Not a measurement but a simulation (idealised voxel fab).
process module | voxel ribs on slabs
cross-section cut | 280 nm wide | cells 5 nm
A cross-section is a grid of square cells, given in bands from the top down. A band is one or more rows of cells.
Each band's line starts with the height of the band's top and of its bottom, in nm. Then come its materials from left to right, each with its width in nm. One material with "throughout" fills the band from edge to edge. "air" is empty space.
Height 0 is the level under which the wafer as received is all one material. The lowest band goes on downwards, as in "0 down".
A width such as "30 to 40" changes by the same amount from each row of cells to the next, from the band's top row to its bottom row.
"no change" after a step means that no cell of the cross-section changed.
closed voids: empty space of 8 cells or more with no open way to the top, each as width x height at its distance from the left edge, in nm
after a step's settings: what the simulator itself notes on the step
overlay nm, on a step with a mask: how far to the right of its planned place the mask lay; to the left if negative
plan
1 op RECEIVE | material Si
2 op DIRECTIONAL_DEP | material SiO2 | thk nm 20
3 op DIRECTIONAL_DEP | material SiN | thk nm 15
4 op PATTERN | tone cover | mask id RIB | material resist | width nm 15 | thk nm 15 | overlay nm 0
5 op DIRECTIONAL_ETCH | etch materials SiN | depth nm 5
6 op STRIP | etch materials resist
7 op DIRECTIONAL_DEP | material aC | thk nm 10
8 op PATTERN | tone cover | mask id SLAB | material resist | width nm 65 | thk nm 25 | overlay nm 0
9 op DIRECTIONAL_ETCH | etch materials aC | depth nm 10
10 op STRIP | etch materials resist
11 op DIRECTIONAL_ETCH | etch materials SiN | depth nm 10
12 op STRIP | etch materials aC
13 op FILL_DEP | material SiO2 | thk nm 15
14 op CMP | height nm 45
15 op DIRECTIONAL_DEP | material W | thk nm 5
16 op PATTERN | tone cover | mask id HEATER | material resist | width nm 25 | thk nm 20 | overlay nm 0
17 op DIRECTIONAL_ETCH | etch materials W | depth nm 5
18 op STRIP | etch materials resist
19 op CONFORMAL_DEP | material SiO2 | thk nm 5
first wafer, as planned
as received, after step 1
  0 down: Si throughout
  closed voids: none
after step 2
  20 to 0: SiO2 throughout
  below 0: unchanged
after step 3
  35 to 20: SiN throughout
  below 20: unchanged
after step 4
  50 to 35: air 130 | resist 15 | air 135
  below 35: unchanged
after step 5
  50 to 35: air 130 | resist 15 | air 135
  35 to 30: air 130 | SiN 15 | air 135
  below 30: unchanged
after step 6
  35 to 30: air 130 | SiN 15 | air 135
  below 30: unchanged
after step 7
  45 to 40: air 130 | aC 15 | air 135
  40 to 35: aC throughout
  35 to 30: aC 130 | SiN 15 | aC 135
  below 30: unchanged
after step 8
  70 to 45: air 105 | resist 65 | air 110
  45 to 40: air 105 | resist 25 | aC 15 | resist 25 | air 110
  below 40: unchanged
after step 9
  60 to 45: air 105 | resist 65 | air 110
  45 to 40: air 105 | resist 25 | aC 15 | resist 25 | air 110
  40 to 35: air 105 | aC 65 | air 110
  35 to 30: air 105 | aC 25 | SiN 15 | aC 25 | air 110
  below 30: unchanged
after step 10
  45 to 35: air 130 to 105 | aC 15 to 65 | air 135 to 110
  below 35: unchanged
after step 11
  45 to 35: air 130 to 105 | aC 15 to 65 | air 135 to 110
  35 to 30: air 105 | aC 25 | SiN 15 | aC 25 | air 110
  30 to 20: air 105 | SiN 65 | air 110
  below 20: unchanged
after step 12
  35 to 30: air 130 | SiN 15 | air 135
  below 30: unchanged
after step 13
  50 to 35: SiO2 throughout
  35 to 30: SiO2 130 | SiN 15 | SiO2 135
  30 to 20: SiO2 105 | SiN 65 | SiO2 110
  below 20: unchanged
after step 14
  45 to 35: SiO2 throughout
  below 35: unchanged
after step 15
  50 to 45: W throughout
  below 45: unchanged
after step 16
  70 to 50: air 125 | resist 25 | air 130
  below 50: unchanged
after step 17
  70 to 50: air 125 | resist 25 | air 130
  50 to 45: air 125 | W 25 | air 130
  below 45: unchanged
after step 18
  50 to 45: air 125 | W 25 | air 130
  below 45: unchanged
after step 19
  55 to 50: air 120 | SiO2 35 | air 125
  50 to 45: SiO2 125 | W 25 | SiO2 130
  below 45: unchanged
second wafer: like start, like plan, one mistake. Through step 3 it matches the first wafer
when step 4 should have ended
  50 to 35: resist 130 | air 15 | resist 135
  below 35: unchanged
when step 5 should have ended
  50 to 35: resist 130 | air 15 | resist 135
  35 to 30: SiN 130 | air 15 | SiN 135
  below 30: unchanged
when step 6 should have ended
  35 to 30: SiN 130 | air 15 | SiN 135
  below 30: unchanged
when step 7 should have ended
  45 to 40: aC 130 | air 15 | aC 135
  40 to 35: aC throughout
  35 to 30: SiN 130 | aC 15 | SiN 135
  below 30: unchanged
when step 8 should have ended
  70 to 45: air 105 | resist 65 | air 110
  45 to 40: aC 130 | resist 15 | aC 135
  below 40: unchanged
when step 9 should have ended
  60 to 45: air 105 | resist 65 | air 110
  45 to 40: air 105 | aC 25 | resist 15 | aC 25 | air 110
  40 to 35: air 105 | aC 65 | air 110
  below 35: unchanged
when step 10 should have ended
  45 to 40: air 105 | aC 25 | air 15 | aC 25 | air 110
  below 40: unchanged
when step 11 should have ended
  45 to 40: air 105 | aC 25 | air 15 | aC 25 | air 110
  40 to 35: air 105 | aC 65 | air 110
  35 to 30: air 105 | SiN 25 | aC 15 | SiN 25 | air 110
  30 to 25: air 105 | SiN 65 | air 110
  below 25: unchanged
when step 12 should have ended
  35 to 30: air 105 | SiN 25 | air 15 | SiN 25 | air 110
  below 30: unchanged
when step 13 should have ended
  50 to 35: SiO2 throughout
  35 to 30: SiO2 105 | SiN 25 | SiO2 15 | SiN 25 | SiO2 110
  30 to 25: SiO2 105 | SiN 65 | SiO2 110
  below 25: unchanged
when step 14 should have ended
  45 to 35: SiO2 throughout
  below 35: unchanged
when step 15 should have ended
  50 to 45: W throughout
  below 45: unchanged
when step 16 should have ended
  70 to 50: air 125 | resist 25 | air 130
  below 50: unchanged
when step 17 should have ended
  70 to 50: air 125 | resist 25 | air 130
  50 to 45: air 125 | W 25 | air 130
  below 45: unchanged
when step 18 should have ended
  50 to 45: air 125 | W 25 | air 130
  below 45: unchanged
when step 19 should have ended
  55 to 50: air 120 | SiO2 35 | air 125
  50 to 45: SiO2 125 | W 25 | SiO2 130
  below 45: unchanged
what went wrong: step 4 ran as: op PATTERN | tone open | mask id RIB | material resist | width nm 15 | thk nm 15 | overlay nm 0
at the end the second wafer has, in cells: 50 more of SiN | 50 fewer of SiO2
